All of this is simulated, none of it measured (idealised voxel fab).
The process module presented herein is designated voxel plated lines.
Pictured: cross-section cut, 175 nm wide, on a grid of 5 nm square cells.
Format of a cross-section: grid, square cells. Given as bands. Order: top down. Band: one or more rows of cells.
A band entry consists of two parts. The first gives the height of the band's top and the height of its bottom, in nm. The rest lists the band's materials from left to right, each with its width in nm. A single material labelled with the word "everywhere" fills the band from edge to edge, and the word "blank" marks empty space.
Zero point of the height axis is 0; under it, received wafer = one material. Lowest band: continues down indefinitely, "0 nm and below".
Width "30..40": first value at the band's top row of cells, second value at its bottom row, equal change from row to row.
"no alteration" means the step left every cell of the cross-section as it was.
Basically, "Voids, enclosed" tells you about the enclosed voids: empty spaces with no open way to the top, 8 cells or bigger, each written width x height at distance, where distance is from the left edge, all in nm.
On a step's line, text after the settings is the simulator commenting on that step.
Regarding "overlay nm": on a step with a mask, it is the distance the mask lay to the right of its planned place; a negative value places it to the left.
plan:
1,RECEIVE, material Si
2,CONFORMAL_DEP, material SiO2, thk nm 5
3,DIRECTIONAL_DEP, material TiN, thk nm 5
4,PATTERN, tone open, mask id LINES, material resist, width nm 15, pitch nm 35, thk nm 20, overlay nm 0
5,EPI, material Ru, thk nm 10
6,STRIP, etch materials resist
7,DIRECTIONAL_ETCH, etch materials TiN, depth nm 5
8,CONFORMAL_DEP, material SiCN, thk nm 10
Wafer at receipt (post step 1), cross-section:
0 nm and below = Si everywhere
Voids, enclosed: none
Wafer cross-section at module end: first of two, run to plan:
30 nm to 20 nm = 15 of blank / 140 of SiCN / 20 of blank
20 nm to 15 nm = 15 of blank / 10 of SiCN / 15 of Ru / 20 of SiCN / 15 of Ru / 20 of SiCN / 15 of Ru / 20 of SiCN / 15 of Ru / 10 of SiCN / 20 of blank
15 nm to 10 nm = 25 of SiCN / 15 of Ru / 20 of SiCN / 15 of Ru / 20 of SiCN / 15 of Ru / 20 of SiCN / 15 of Ru / 30 of SiCN
10 nm to 5 nm = 25 of SiCN / 15 of TiN / 20 of SiCN / 15 of TiN / 20 of SiCN / 15 of TiN / 20 of SiCN / 15 of TiN / 30 of SiCN
5 nm to 0 nm = SiO2 everywhere
0 nm and below = Si everywhere
Voids, enclosed: none
Cross-section of the latter of the two wafers at module completion. It had an identical start and an identical plan to the former; in running it, one mistake was made:
30 nm to 20 nm = 10 of blank / 140 of SiCN / 25 of blank
20 nm to 15 nm = 10 of blank / 10 of SiCN / 15 of Ru / 20 of SiCN / 15 of Ru / 20 of SiCN / 15 of Ru / 20 of SiCN / 15 of Ru / 10 of SiCN / 25 of blank
15 nm to 10 nm = 20 of SiCN / 15 of Ru / 20 of SiCN / 15 of Ru / 20 of SiCN / 15 of Ru / 20 of SiCN / 15 of Ru / 35 of SiCN
10 nm to 5 nm = 20 of SiCN / 15 of TiN / 20 of SiCN / 15 of TiN / 20 of SiCN / 15 of TiN / 20 of SiCN / 15 of TiN / 35 of SiCN
5 nm to 0 nm = SiO2 everywhere
0 nm and below = Si everywhere
Voids, enclosed: none
What went wrong in running the wafer? step 4 ran differently from the plan; actual operation with settings: PATTERN, tone open, mask id LINES, material resist, width nm 15, pitch nm 35, thk nm 20, overlay nm -5
When the process is done, the second wafer contains the same cell count of every material as the first wafer, but distributed over other locations.
